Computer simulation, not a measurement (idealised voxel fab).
process module | voxel lift off
cross-section cut | 295 nm wide | cells 5 nm
A cross-section is a grid of square cells, given in bands from the top down. A band is one or more rows of cells.
Each band's line starts with the height of the band's top and of its bottom, in nm. Then come its materials from left to right, each with its width in nm. One material with "throughout" fills the band from edge to edge. "air" is empty space.
Height 0 is the level under which the wafer as received is all one material. The lowest band goes on downwards, as in "0 down".
A width such as "30 to 40" changes by the same amount from each row of cells to the next, from the band's top row to its bottom row.
"no change" after a step means that no cell of the cross-section changed.
closed voids: empty space of 8 cells or more with no open way to the top, each as width x height at its distance from the left edge, in nm
after a step's settings: what the simulator itself notes on the step
overlay nm, on a step with a mask: how far to the right of its planned place the mask lay; to the left if negative
plan
1 op RECEIVE | material Si
2 op CONFORMAL_DEP | material SiN | thk nm 5
3 op PATTERN | tone open | mask id LINES | material resist | width nm 25 | pitch nm 55 | thk nm 30 | overlay nm 0
4 op DIRECTIONAL_DEP | material Ru | thk nm 15
5 op STRIP | etch materials resist
6 op CONFORMAL_DEP | material SiN | thk nm 10
as received, after step 1
  0 down: Si throughout
  closed voids: none
first wafer at the end, as planned
  30 to 20: air 40 | SiN 45 | air 10 | SiN 45 | air 10 | SiN 45 | air 10 | SiN 45 | air 45
  20 to 15: air 40 | SiN 10 | Ru 25 | SiN 10 | air 10 | SiN 10 | Ru 25 | SiN 10 | air 10 | SiN 10 | Ru 25 | SiN 10 | air 10 | SiN 10 | Ru 25 | SiN 10 | air 45
  15 to 5: SiN 50 | Ru 25 | SiN 30 | Ru 25 | SiN 30 | Ru 25 | SiN 30 | Ru 25 | SiN 55
  5 to 0: SiN throughout
  0 down: Si throughout
  closed voids: none
second wafer at the end: like start, like plan, one mistake
  30 to 20: air 35 | SiN 220 | air 40
  20 to 15: air 35 | SiN 10 | Ru 35 | SiN 20 | Ru 35 | SiN 20 | Ru 35 | SiN 20 | Ru 35 | SiN 10 | air 40
  15 to 5: SiN 45 | Ru 35 | SiN 20 | Ru 35 | SiN 20 | Ru 35 | SiN 20 | Ru 35 | SiN 50
  5 to 0: SiN throughout
  0 down: Si throughout
  closed voids: none
what went wrong: step 3 ran as: op PATTERN | tone open | mask id LINES | material resist | width nm 35 | pitch nm 55 | thk nm 30 | overlay nm 0
at the end the second wafer has, in cells: 24 more of Ru
